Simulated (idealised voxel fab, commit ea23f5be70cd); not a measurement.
process module | voxel wiring stack
cross-section cut | 230 nm wide | cells 5 nm
A cross-section is a grid of square cells, given in bands from the top down. A band is one or more rows of cells.
Each band's line starts with the height of the band's top and of its bottom, in nm. Then come its materials from left to right, each with its width in nm. One material with "throughout" fills the band from edge to edge. "air" is empty space.
Height 0 is the level under which the wafer as received is all one material. The lowest band goes on downwards, as in "0 down".
A width such as "30 to 40" changes by the same amount from each row of cells to the next, from the band's top row to its bottom row.
"no change" after a step means that no cell of the cross-section changed.
closed voids: empty space of 8 cells or more with no open way to the top, each as width x height at its distance from the left edge, in nm
after a step's settings: what the simulator itself notes on the step
overlay nm, on a step with a mask: how far to the right of its planned place the mask lay; to the left if negative
plan
1 op RECEIVE | material Si
2 op CONFORMAL_DEP | material SiO2 | thk nm 10
3 op DIRECTIONAL_DEP | material TiN | thk nm 5
4 op DIRECTIONAL_DEP | material Ru | thk nm 25
5 op PATTERN | tone cover | mask id METAL_1 | material resist | width nm 20 | pitch nm 35 | thk nm 15 | overlay nm 0
6 op DIRECTIONAL_ETCH | etch materials Ru | depth nm 25
7 op DIRECTIONAL_ETCH | etch materials TiN | depth nm 5
8 op STRIP | etch materials resist
9 op CONFORMAL_DEP | material SiCN | thk nm 5
10 op FILL_DEP | material SiO2 | thk nm 10
11 op CMP | height nm 40
12 op CONFORMAL_DEP | material SiCN | thk nm 5
13 op DIRECTIONAL_DEP | material SiO2 | thk nm 20
14 op MASKED_ETCH | tone open | mask id PLUG_1 | width nm 15 | pitch nm 70 | etch materials SiO2 | depth nm 20 | overlay nm 0
15 op MASKED_ETCH | tone open | mask id PLUG_1 | width nm 15 | pitch nm 70 | etch materials SiCN | depth nm 5 | overlay nm 0
16 op EPI | material Ru | thk nm 10
17 op EPI | material Ru | thk nm 10
18 op EPI | material Ru | thk nm 5
19 op CONFORMAL_DEP | material SiCN | thk nm 5
20 op DIRECTIONAL_DEP | material SiO2 | thk nm 15
21 op DIRECTIONAL_DEP | material aC | thk nm 10
22 op PATTERN | tone open | mask id METAL_2 | material resist | width nm 20 | pitch nm 35 | thk nm 25 | overlay nm 0
23 op DIRECTIONAL_ETCH | etch materials aC | depth nm 10
24 op STRIP | etch materials resist
25 op DIRECTIONAL_ETCH | etch materials SiO2 | depth nm 15
26 op DIRECTIONAL_ETCH | etch materials SiCN | depth nm 5
27 op STRIP | etch materials aC
28 op CONFORMAL_DEP | material TiN | thk nm 5
29 op FILL_DEP | material Ru | thk nm 10
30 op CMP | height nm 85
31 op CONFORMAL_DEP | material SiCN | thk nm 5
32 op DIRECTIONAL_DEP | material SiO2 | thk nm 20
33 op PATTERN | tone open | mask id PLUG_2 | material resist | width nm 15 | pitch nm 70 | thk nm 20 | overlay nm 0
34 op DIRECTIONAL_ETCH | etch materials SiO2 | depth nm 20
35 op DIRECTIONAL_ETCH | etch materials SiCN | depth nm 5
36 op STRIP | etch materials resist
37 op CONFORMAL_DEP | material TiN | thk nm 5
38 op FILL_DEP | material Ru | thk nm 5
39 op CMP | height nm 110
40 op CONFORMAL_DEP | material SiN | thk nm 5
41 op DIRECTIONAL_DEP | material lowk | thk nm 20
42 op PATTERN | tone open | mask id METAL_3 | material resist | width nm 20 | pitch nm 35 | thk nm 15 | overlay nm 0
43 op DIRECTIONAL_ETCH | etch materials lowk | depth nm 20
44 op DIRECTIONAL_ETCH | etch materials SiN | depth nm 5
45 op STRIP | etch materials resist
46 op CONFORMAL_DEP | material TiN | thk nm 5
47 op FILL_DEP | material Cu | thk nm 5
48 op CMP | height nm 135
49 op CONFORMAL_DEP | material SiCN | thk nm 5
50 op DIRECTIONAL_DEP | material lowk | thk nm 25
51 op MASKED_ETCH | tone open | mask id METAL_4_HOLES | width nm 15 | pitch nm 35 | etch materials lowk | depth nm 25 | overlay nm 0
52 op MASKED_ETCH | tone open | mask id METAL_4 | width nm 20 | pitch nm 35 | etch materials lowk | depth nm 15 | overlay nm 0
53 op MASKED_ETCH | tone open | mask id METAL_4 | width nm 20 | pitch nm 35 | etch materials SiCN | depth nm 5 | overlay nm 0
54 op CONFORMAL_DEP | material TiN | thk nm 5
55 op FILL_DEP | material Cu | thk nm 10
56 op CMP | height nm 165
57 op CONFORMAL_DEP | material SiCN | thk nm 5
first wafer, as planned
as received, after step 1
  0 down: Si throughout
  closed voids: none
after step 2
  10 to 0: SiO2 throughout
  below 0: unchanged
after step 3
  15 to 10: TiN throughout
  below 10: unchanged
after step 4
  40 to 15: Ru throughout
  below 15: unchanged
after step 5
  55 to 40: air 50 | resist 20 | air 15 | resist 20 | air 15 | resist 20 | air 15 | resist 20 | air 55
  below 40: unchanged
after step 6
  55 to 40: air 50 | resist 20 | air 15 | resist 20 | air 15 | resist 20 | air 15 | resist 20 | air 55
  40 to 15: air 50 | Ru 20 | air 15 | Ru 20 | air 15 | Ru 20 | air 15 | Ru 20 | air 55
  below 15: unchanged
after step 7
  55 to 40: air 50 | resist 20 | air 15 | resist 20 | air 15 | resist 20 | air 15 | resist 20 | air 55
  40 to 15: air 50 | Ru 20 | air 15 | Ru 20 | air 15 | Ru 20 | air 15 | Ru 20 | air 55
  15 to 10: air 50 | TiN 20 | air 15 | TiN 20 | air 15 | TiN 20 | air 15 | TiN 20 | air 55
  below 10: unchanged
after step 8
  40 to 15: air 50 | Ru 20 | air 15 | Ru 20 | air 15 | Ru 20 | air 15 | Ru 20 | air 55
  below 15: unchanged
after step 9
  45 to 40: air 45 | SiCN 30 | air 5 | SiCN 30 | air 5 | SiCN 30 | air 5 | SiCN 30 | air 50
  40 to 15: air 45 | SiCN 5 | Ru 20 | SiCN 5 | air 5 | SiCN 5 | Ru 20 | SiCN 5 | air 5 | SiCN 5 | Ru 20 | SiCN 5 | air 5 | SiCN 5 | Ru 20 | SiCN 5 | air 50
  15 to 10: SiCN 50 | TiN 20 | SiCN 15 | TiN 20 | SiCN 15 | TiN 20 | SiCN 15 | TiN 20 | SiCN 55
  below 10: unchanged
after step 10
  55 to 45: SiO2 throughout
  45 to 40: SiO2 45 | SiCN 30 | SiO2 5 | SiCN 30 | SiO2 5 | SiCN 30 | SiO2 5 | SiCN 30 | SiO2 50
  40 to 15: SiO2 45 | SiCN 5 | Ru 20 | SiCN 5 | SiO2 5 | SiCN 5 | Ru 20 | SiCN 5 | SiO2 5 | SiCN 5 | Ru 20 | SiCN 5 | SiO2 5 | SiCN 5 | Ru 20 | SiCN 5 | SiO2 50
  below 15: unchanged
after step 11
  40 to 15: SiO2 45 | SiCN 5 | Ru 20 | SiCN 5 | SiO2 5 | SiCN 5 | Ru 20 | SiCN 5 | SiO2 5 | SiCN 5 | Ru 20 | SiCN 5 | SiO2 5 | SiCN 5 | Ru 20 | SiCN 5 | SiO2 50
  below 15: unchanged
after step 12
  45 to 40: SiCN throughout
  below 40: unchanged
after step 13
  65 to 45: SiO2 throughout
  below 45: unchanged
after step 14
  65 to 45: SiO2 50 | air 15 | SiO2 55 | air 15 | SiO2 95
  below 45: unchanged
after step 15
  65 to 45: SiO2 50 | air 15 | SiO2 55 | air 15 | SiO2 95
  45 to 40: SiCN 50 | air 15 | SiCN 55 | air 15 | SiCN 95
  below 40: unchanged
after step 16
  65 to 50: SiO2 50 | air 15 | SiO2 55 | air 15 | SiO2 95
  50 to 45: SiO2 50 | Ru 15 | SiO2 55 | Ru 15 | SiO2 95
  45 to 40: SiCN 50 | Ru 15 | SiCN 55 | Ru 15 | SiCN 95
  below 40: unchanged
after step 17
  65 to 60: SiO2 50 | air 15 | SiO2 55 | air 15 | SiO2 95
  60 to 45: SiO2 50 | Ru 15 | SiO2 55 | Ru 15 | SiO2 95
  below 45: unchanged
after step 18
  65 to 45: SiO2 50 | Ru 15 | SiO2 55 | Ru 15 | SiO2 95
  below 45: unchanged
after step 19
  70 to 65: SiCN throughout
  below 65: unchanged
after step 20
  85 to 70: SiO2 throughout
  below 70: unchanged
after step 21
  95 to 85: aC throughout
  below 85: unchanged
after step 22
  120 to 95: resist 50 | air 20 | resist 15 | air 20 | resist 15 | air 20 | resist 15 | air 20 | resist 55
  below 95: unchanged
after step 23
  110 to 95: resist 50 | air 20 | resist 15 | air 20 | resist 15 | air 20 | resist 15 | air 20 | resist 55
  95 to 85: aC 50 | air 20 | aC 15 | air 20 | aC 15 | air 20 | aC 15 | air 20 | aC 55
  below 85: unchanged
after step 24
  95 to 85: aC 50 | air 20 | aC 15 | air 20 | aC 15 | air 20 | aC 15 | air 20 | aC 55
  below 85: unchanged
after step 25
  95 to 85: aC 50 | air 20 | aC 15 | air 20 | aC 15 | air 20 | aC 15 | air 20 | aC 55
  85 to 70: SiO2 50 | air 20 | SiO2 15 | air 20 | SiO2 15 | air 20 | SiO2 15 | air 20 | SiO2 55
  below 70: unchanged
after step 26
  95 to 85: aC 50 | air 20 | aC 15 | air 20 | aC 15 | air 20 | aC 15 | air 20 | aC 55
  85 to 70: SiO2 50 | air 20 | SiO2 15 | air 20 | SiO2 15 | air 20 | SiO2 15 | air 20 | SiO2 55
  70 to 65: SiCN 50 | air 20 | SiCN 15 | air 20 | SiCN 15 | air 20 | SiCN 15 | air 20 | SiCN 55
  below 65: unchanged
after step 27
  85 to 70: SiO2 50 | air 20 | SiO2 15 | air 20 | SiO2 15 | air 20 | SiO2 15 | air 20 | SiO2 55
  below 70: unchanged
after step 28
  90 to 85: TiN 55 | air 10 | TiN 25 | air 10 | TiN 25 | air 10 | TiN 25 | air 10 | TiN 60
  85 to 70: SiO2 50 | TiN 5 | air 10 | TiN 5 | SiO2 15 | TiN 5 | air 10 | TiN 5 | SiO2 15 | TiN 5 | air 10 | TiN 5 | SiO2 15 | TiN 5 | air 10 | TiN 5 | SiO2 55
  70 to 65: SiCN 50 | TiN 20 | SiCN 15 | TiN 20 | SiCN 15 | TiN 20 | SiCN 15 | TiN 20 | SiCN 55
  below 65: unchanged
after step 29
  100 to 90: Ru throughout
  90 to 85: TiN 55 | Ru 10 | TiN 25 | Ru 10 | TiN 25 | Ru 10 | TiN 25 | Ru 10 | TiN 60
  85 to 70: SiO2 50 | TiN 5 | Ru 10 | TiN 5 | SiO2 15 | TiN 5 | Ru 10 | TiN 5 | SiO2 15 | TiN 5 | Ru 10 | TiN 5 | SiO2 15 | TiN 5 | Ru 10 | TiN 5 | SiO2 55
  below 70: unchanged
after step 30
  85 to 70: SiO2 50 | TiN 5 | Ru 10 | TiN 5 | SiO2 15 | TiN 5 | Ru 10 | TiN 5 | SiO2 15 | TiN 5 | Ru 10 | TiN 5 | SiO2 15 | TiN 5 | Ru 10 | TiN 5 | SiO2 55
  below 70: unchanged
after step 31
  90 to 85: SiCN throughout
  below 85: unchanged
after step 32
  110 to 90: SiO2 throughout
  below 90: unchanged
after step 33
  130 to 110: resist 50 | air 15 | resist 55 | air 15 | resist 95
  below 110: unchanged
after step 34
  130 to 110: resist 50 | air 15 | resist 55 | air 15 | resist 95
  110 to 90: SiO2 50 | air 15 | SiO2 55 | air 15 | SiO2 95
  below 90: unchanged
after step 35
  130 to 110: resist 50 | air 15 | resist 55 | air 15 | resist 95
  110 to 90: SiO2 50 | air 15 | SiO2 55 | air 15 | SiO2 95
  90 to 85: SiCN 50 | air 15 | SiCN 55 | air 15 | SiCN 95
  below 85: unchanged
after step 36
  110 to 90: SiO2 50 | air 15 | SiO2 55 | air 15 | SiO2 95
  below 90: unchanged
after step 37
  115 to 110: TiN 55 | air 5 | TiN 65 | air 5 | TiN 100
  110 to 90: SiO2 50 | TiN 5 | air 5 | TiN 5 | SiO2 55 | TiN 5 | air 5 | TiN 5 | SiO2 95
  90 to 85: SiCN 50 | TiN 15 | SiCN 55 | TiN 15 | SiCN 95
  below 85: unchanged
after step 38
  120 to 115: Ru throughout
  115 to 110: TiN 55 | Ru 5 | TiN 65 | Ru 5 | TiN 100
  110 to 90: SiO2 50 | TiN 5 | Ru 5 | TiN 5 | SiO2 55 | TiN 5 | Ru 5 | TiN 5 | SiO2 95
  below 90: unchanged
after step 39
  110 to 90: SiO2 50 | TiN 5 | Ru 5 | TiN 5 | SiO2 55 | TiN 5 | Ru 5 | TiN 5 | SiO2 95
  below 90: unchanged
after step 40
  115 to 110: SiN throughout
  below 110: unchanged
after step 41
  135 to 115: lowk throughout
  below 115: unchanged
after step 42
  150 to 135: resist 50 | air 20 | resist 15 | air 20 | resist 15 | air 20 | resist 15 | air 20 | resist 55
  below 135: unchanged
after step 43
  150 to 135: resist 50 | air 20 | resist 15 | air 20 | resist 15 | air 20 | resist 15 | air 20 | resist 55
  135 to 115: lowk 50 | air 20 | lowk 15 | air 20 | lowk 15 | air 20 | lowk 15 | air 20 | lowk 55
  below 115: unchanged
after step 44
  150 to 135: resist 50 | air 20 | resist 15 | air 20 | resist 15 | air 20 | resist 15 | air 20 | resist 55
  135 to 115: lowk 50 | air 20 | lowk 15 | air 20 | lowk 15 | air 20 | lowk 15 | air 20 | lowk 55
  115 to 110: SiN 50 | air 20 | SiN 15 | air 20 | SiN 15 | air 20 | SiN 15 | air 20 | SiN 55
  below 110: unchanged
after step 45
  135 to 115: lowk 50 | air 20 | lowk 15 | air 20 | lowk 15 | air 20 | lowk 15 | air 20 | lowk 55
  below 115: unchanged
after step 46
  140 to 135: TiN 55 | air 10 | TiN 25 | air 10 | TiN 25 | air 10 | TiN 25 | air 10 | TiN 60
  135 to 115: lowk 50 | TiN 5 | air 10 | TiN 5 | lowk 15 | TiN 5 | air 10 | TiN 5 | lowk 15 | TiN 5 | air 10 | TiN 5 | lowk 15 | TiN 5 | air 10 | TiN 5 | lowk 55
  115 to 110: SiN 50 | TiN 20 | SiN 15 | TiN 20 | SiN 15 | TiN 20 | SiN 15 | TiN 20 | SiN 55
  below 110: unchanged
after step 47
  145 to 140: Cu throughout
  140 to 135: TiN 55 | Cu 10 | TiN 25 | Cu 10 | TiN 25 | Cu 10 | TiN 25 | Cu 10 | TiN 60
  135 to 115: lowk 50 | TiN 5 | Cu 10 | TiN 5 | lowk 15 | TiN 5 | Cu 10 | TiN 5 | lowk 15 | TiN 5 | Cu 10 | TiN 5 | lowk 15 | TiN 5 | Cu 10 | TiN 5 | lowk 55
  below 115: unchanged
after step 48
  135 to 115: lowk 50 | TiN 5 | Cu 10 | TiN 5 | lowk 15 | TiN 5 | Cu 10 | TiN 5 | lowk 15 | TiN 5 | Cu 10 | TiN 5 | lowk 15 | TiN 5 | Cu 10 | TiN 5 | lowk 55
  below 115: unchanged
after step 49
  140 to 135: SiCN throughout
  below 135: unchanged
after step 50
  165 to 140: lowk throughout
  below 140: unchanged
after step 51
  165 to 140: lowk 50 | air 15 | lowk 20 | air 15 | lowk 20 | air 15 | lowk 20 | air 15 | lowk 60
  below 140: unchanged
after step 52
  165 to 150: lowk 50 | air 20 | lowk 15 | air 20 | lowk 15 | air 20 | lowk 15 | air 20 | lowk 55
  below 150: unchanged
after step 53
  165 to 150: lowk 50 | air 20 | lowk 15 | air 20 | lowk 15 | air 20 | lowk 15 | air 20 | lowk 55
  150 to 140: lowk 50 | air 15 | lowk 20 | air 15 | lowk 20 | air 15 | lowk 20 | air 15 | lowk 60
  140 to 135: SiCN 50 | air 15 | SiCN 20 | air 15 | SiCN 20 | air 15 | SiCN 20 | air 15 | SiCN 60
  below 135: unchanged
after step 54
  170 to 165: TiN 55 | air 10 | TiN 25 | air 10 | TiN 25 | air 10 | TiN 25 | air 10 | TiN 60
  165 to 155: lowk 50 | TiN 5 | air 10 | TiN 5 | lowk 15 | TiN 5 | air 10 | TiN 5 | lowk 15 | TiN 5 | air 10 | TiN 5 | lowk 15 | TiN 5 | air 10 | TiN 5 | lowk 55
  155 to 150: lowk 50 | TiN 5 | air 5 | TiN 10 | lowk 15 | TiN 5 | air 5 | TiN 10 | lowk 15 | TiN 5 | air 5 | TiN 10 | lowk 15 | TiN 5 | air 5 | TiN 10 | lowk 55
  150 to 140: lowk 50 | TiN 5 | air 5 | TiN 5 | lowk 20 | TiN 5 | air 5 | TiN 5 | lowk 20 | TiN 5 | air 5 | TiN 5 | lowk 20 | TiN 5 | air 5 | TiN 5 | lowk 60
  140 to 135: SiCN 50 | TiN 15 | SiCN 20 | TiN 15 | SiCN 20 | TiN 15 | SiCN 20 | TiN 15 | SiCN 60
  below 135: unchanged
after step 55
  180 to 170: Cu throughout
  170 to 165: TiN 55 | Cu 10 | TiN 25 | Cu 10 | TiN 25 | Cu 10 | TiN 25 | Cu 10 | TiN 60
  165 to 155: lowk 50 | TiN 5 | Cu 10 | TiN 5 | lowk 15 | TiN 5 | Cu 10 | TiN 5 | lowk 15 | TiN 5 | Cu 10 | TiN 5 | lowk 15 | TiN 5 | Cu 10 | TiN 5 | lowk 55
  155 to 150: lowk 50 | TiN 5 | Cu 5 | TiN 10 | lowk 15 | TiN 5 | Cu 5 | TiN 10 | lowk 15 | TiN 5 | Cu 5 | TiN 10 | lowk 15 | TiN 5 | Cu 5 | TiN 10 | lowk 55
  150 to 140: lowk 50 | TiN 5 | Cu 5 | TiN 5 | lowk 20 | TiN 5 | Cu 5 | TiN 5 | lowk 20 | TiN 5 | Cu 5 | TiN 5 | lowk 20 | TiN 5 | Cu 5 | TiN 5 | lowk 60
  below 140: unchanged
after step 56
  165 to 155: lowk 50 | TiN 5 | Cu 10 | TiN 5 | lowk 15 | TiN 5 | Cu 10 | TiN 5 | lowk 15 | TiN 5 | Cu 10 | TiN 5 | lowk 15 | TiN 5 | Cu 10 | TiN 5 | lowk 55
  below 155: unchanged
after step 57
  170 to 165: SiCN throughout
  below 165: unchanged
second wafer: like start, like plan, one mistake. Through step 32 it matches the first wafer
when step 33 should have ended
  130 to 110: air 50 | resist 15 | air 55 | resist 15 | air 95
  below 110: unchanged
when step 34 should have ended
  130 to 110: air 50 | resist 15 | air 55 | resist 15 | air 95
  110 to 90: air 50 | SiO2 15 | air 55 | SiO2 15 | air 95
  below 90: unchanged
when step 35 should have ended
  130 to 110: air 50 | resist 15 | air 55 | resist 15 | air 95
  110 to 90: air 50 | SiO2 15 | air 55 | SiO2 15 | air 95
  90 to 85: air 50 | SiCN 15 | air 55 | SiCN 15 | air 95
  below 85: unchanged
when step 36 should have ended
  110 to 90: air 50 | SiO2 15 | air 55 | SiO2 15 | air 95
  below 90: unchanged
when step 37 should have ended
  115 to 110: air 45 | TiN 25 | air 45 | TiN 25 | air 90
  110 to 90: air 45 | TiN 5 | SiO2 15 | TiN 5 | air 45 | TiN 5 | SiO2 15 | TiN 5 | air 90
  90 to 85: TiN 50 | SiCN 15 | TiN 55 | SiCN 15 | TiN 95
  below 85: unchanged
when step 38 should have ended
  120 to 115: Ru throughout
  115 to 110: Ru 45 | TiN 25 | Ru 45 | TiN 25 | Ru 90
  110 to 90: Ru 45 | TiN 5 | SiO2 15 | TiN 5 | Ru 45 | TiN 5 | SiO2 15 | TiN 5 | Ru 90
  below 90: unchanged
when step 39 should have ended
  110 to 90: Ru 45 | TiN 5 | SiO2 15 | TiN 5 | Ru 45 | TiN 5 | SiO2 15 | TiN 5 | Ru 90
  below 90: unchanged
when step 40 should have ended
  115 to 110: SiN throughout
  below 110: unchanged
when step 41 should have ended
  135 to 115: lowk throughout
  below 115: unchanged
when step 42 should have ended
  150 to 135: resist 50 | air 20 | resist 15 | air 20 | resist 15 | air 20 | resist 15 | air 20 | resist 55
  below 135: unchanged
when step 43 should have ended
  150 to 135: resist 50 | air 20 | resist 15 | air 20 | resist 15 | air 20 | resist 15 | air 20 | resist 55
  135 to 115: lowk 50 | air 20 | lowk 15 | air 20 | lowk 15 | air 20 | lowk 15 | air 20 | lowk 55
  below 115: unchanged
when step 44 should have ended
  150 to 135: resist 50 | air 20 | resist 15 | air 20 | resist 15 | air 20 | resist 15 | air 20 | resist 55
  135 to 115: lowk 50 | air 20 | lowk 15 | air 20 | lowk 15 | air 20 | lowk 15 | air 20 | lowk 55
  115 to 110: SiN 50 | air 20 | SiN 15 | air 20 | SiN 15 | air 20 | SiN 15 | air 20 | SiN 55
  below 110: unchanged
when step 45 should have ended
  135 to 115: lowk 50 | air 20 | lowk 15 | air 20 | lowk 15 | air 20 | lowk 15 | air 20 | lowk 55
  below 115: unchanged
when step 46 should have ended
  140 to 135: TiN 55 | air 10 | TiN 25 | air 10 | TiN 25 | air 10 | TiN 25 | air 10 | TiN 60
  135 to 115: lowk 50 | TiN 5 | air 10 | TiN 5 | lowk 15 | TiN 5 | air 10 | TiN 5 | lowk 15 | TiN 5 | air 10 | TiN 5 | lowk 15 | TiN 5 | air 10 | TiN 5 | lowk 55
  115 to 110: SiN 50 | TiN 20 | SiN 15 | TiN 20 | SiN 15 | TiN 20 | SiN 15 | TiN 20 | SiN 55
  below 110: unchanged
when step 47 should have ended
  145 to 140: Cu throughout
  140 to 135: TiN 55 | Cu 10 | TiN 25 | Cu 10 | TiN 25 | Cu 10 | TiN 25 | Cu 10 | TiN 60
  135 to 115: lowk 50 | TiN 5 | Cu 10 | TiN 5 | lowk 15 | TiN 5 | Cu 10 | TiN 5 | lowk 15 | TiN 5 | Cu 10 | TiN 5 | lowk 15 | TiN 5 | Cu 10 | TiN 5 | lowk 55
  below 115: unchanged
when step 48 should have ended
  135 to 115: lowk 50 | TiN 5 | Cu 10 | TiN 5 | lowk 15 | TiN 5 | Cu 10 | TiN 5 | lowk 15 | TiN 5 | Cu 10 | TiN 5 | lowk 15 | TiN 5 | Cu 10 | TiN 5 | lowk 55
  below 115: unchanged
when step 49 should have ended
  140 to 135: SiCN throughout
  below 135: unchanged
when step 50 should have ended
  165 to 140: lowk throughout
  below 140: unchanged
when step 51 should have ended
  165 to 140: lowk 50 | air 15 | lowk 20 | air 15 | lowk 20 | air 15 | lowk 20 | air 15 | lowk 60
  below 140: unchanged
when step 52 should have ended
  165 to 150: lowk 50 | air 20 | lowk 15 | air 20 | lowk 15 | air 20 | lowk 15 | air 20 | lowk 55
  below 150: unchanged
when step 53 should have ended
  165 to 150: lowk 50 | air 20 | lowk 15 | air 20 | lowk 15 | air 20 | lowk 15 | air 20 | lowk 55
  150 to 140: lowk 50 | air 15 | lowk 20 | air 15 | lowk 20 | air 15 | lowk 20 | air 15 | lowk 60
  140 to 135: SiCN 50 | air 15 | SiCN 20 | air 15 | SiCN 20 | air 15 | SiCN 20 | air 15 | SiCN 60
  below 135: unchanged
when step 54 should have ended
  170 to 165: TiN 55 | air 10 | TiN 25 | air 10 | TiN 25 | air 10 | TiN 25 | air 10 | TiN 60
  165 to 155: lowk 50 | TiN 5 | air 10 | TiN 5 | lowk 15 | TiN 5 | air 10 | TiN 5 | lowk 15 | TiN 5 | air 10 | TiN 5 | lowk 15 | TiN 5 | air 10 | TiN 5 | lowk 55
  155 to 150: lowk 50 | TiN 5 | air 5 | TiN 10 | lowk 15 | TiN 5 | air 5 | TiN 10 | lowk 15 | TiN 5 | air 5 | TiN 10 | lowk 15 | TiN 5 | air 5 | TiN 10 | lowk 55
  150 to 140: lowk 50 | TiN 5 | air 5 | TiN 5 | lowk 20 | TiN 5 | air 5 | TiN 5 | lowk 20 | TiN 5 | air 5 | TiN 5 | lowk 20 | TiN 5 | air 5 | TiN 5 | lowk 60
  140 to 135: SiCN 50 | TiN 15 | SiCN 20 | TiN 15 | SiCN 20 | TiN 15 | SiCN 20 | TiN 15 | SiCN 60
  below 135: unchanged
when step 55 should have ended
  180 to 170: Cu throughout
  170 to 165: TiN 55 | Cu 10 | TiN 25 | Cu 10 | TiN 25 | Cu 10 | TiN 25 | Cu 10 | TiN 60
  165 to 155: lowk 50 | TiN 5 | Cu 10 | TiN 5 | lowk 15 | TiN 5 | Cu 10 | TiN 5 | lowk 15 | TiN 5 | Cu 10 | TiN 5 | lowk 15 | TiN 5 | Cu 10 | TiN 5 | lowk 55
  155 to 150: lowk 50 | TiN 5 | Cu 5 | TiN 10 | lowk 15 | TiN 5 | Cu 5 | TiN 10 | lowk 15 | TiN 5 | Cu 5 | TiN 10 | lowk 15 | TiN 5 | Cu 5 | TiN 10 | lowk 55
  150 to 140: lowk 50 | TiN 5 | Cu 5 | TiN 5 | lowk 20 | TiN 5 | Cu 5 | TiN 5 | lowk 20 | TiN 5 | Cu 5 | TiN 5 | lowk 20 | TiN 5 | Cu 5 | TiN 5 | lowk 60
  below 140: unchanged
when step 56 should have ended
  165 to 155: lowk 50 | TiN 5 | Cu 10 | TiN 5 | lowk 15 | TiN 5 | Cu 10 | TiN 5 | lowk 15 | TiN 5 | Cu 10 | TiN 5 | lowk 15 | TiN 5 | Cu 10 | TiN 5 | lowk 55
  below 155: unchanged
when step 57 should have ended
  170 to 165: SiCN throughout
  below 165: unchanged
what went wrong: step 33 ran as: op PATTERN | tone cover | mask id PLUG_2 | material resist | width nm 15 | pitch nm 70 | thk nm 20 | overlay nm 0
at the end the second wafer has, in cells: 136 more of Ru | 34 fewer of SiCN | 136 fewer of SiO2 | 34 more of TiN
